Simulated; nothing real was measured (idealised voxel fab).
Process module in this document: voxel spacer lines
For reference, the cross-section in this document is cut, with width 260 nm and square cells of 5 nm.
How to read a cross-section here: the picture is a grid of square cells, written as bands going from the top down, and any band can span one or more rows of cells. It is stipulated that each band's entry specify, in nanometres, the height of the top of the band and then that of its bottom, followed by the materials of the band in left-to-right sequence, each together with its width in nanometres. A single material marked by the word "full width" is understood to fill the band from edge to edge; the word "air" is understood to denote empty space. Heights are reckoned from 0. Under this level, the received wafer is all of one material. The bottommost band is open-ended downward, for example "0 -> down". The width entry "30..40" should be interpreted row by row: the top row of cells in the band takes the first number, the bottom row takes the second number, and the change between adjacent rows is uniform throughout. A step reported as "no modification" is a step in which no cell of the cross-section changed. Under "Enclosed internal cavities" you'll find the enclosed gaps, the ones with no way out to the top, that are 8 cells or bigger; each reads width x height at distance, with distance counted from the left edge, everything in nm. On a step's line, text after the settings is the simulator commenting on that step. On any step carrying a mask, the "overlay nm" setting, if present on the step's line, tells how far right of its planned place the mask lay; negative values point to the left.

### Set out below are the planned steps of the process
1,RECEIVE [material Si]
2,CONFORMAL_DEP [material Al2O3] [thk nm 10]
3,DIRECTIONAL_DEP [material W] [thk nm 10]
4,DIRECTIONAL_DEP [material aC] [thk nm 30]
5,PATTERN [tone cover] [mask id MANDREL] [material resist] [width nm 20] [pitch nm 60] [thk nm 40] [overlay nm 0]
6,DIRECTIONAL_ETCH [etch materials aC] [depth nm 30]
7,STRIP [etch materials resist]
8,CONFORMAL_DEP [material SiO2] [thk nm 10]
9,DIRECTIONAL_ETCH [etch materials SiO2] [depth nm 10]
10,STRIP [etch materials aC]
11,DIRECTIONAL_ETCH [etch materials W] [depth nm 10]
12,STRIP [etch materials SiO2]
13,FILL_DEP [material lowk] [thk nm 5]
14,CMP [height nm 20]

### This is the cross-section of the wafer as we received it, i.e. after step 1
    0 -> down | Si full width
    Enclosed internal cavities: none

### Figure: cross-sectional view of the wafer upon completion of the module, processed from the initial state and according to the plan depicted above, with one error introduced during execution
    20 -> 10 | aC full width
    10 -> 0 | Al2O3 full width
    0 -> down | Si full width
    Enclosed internal cavities: none
Plan not followed: the executed order of steps 3 and 4 is the reverse of that specified in the plan, each step having taken the other's position
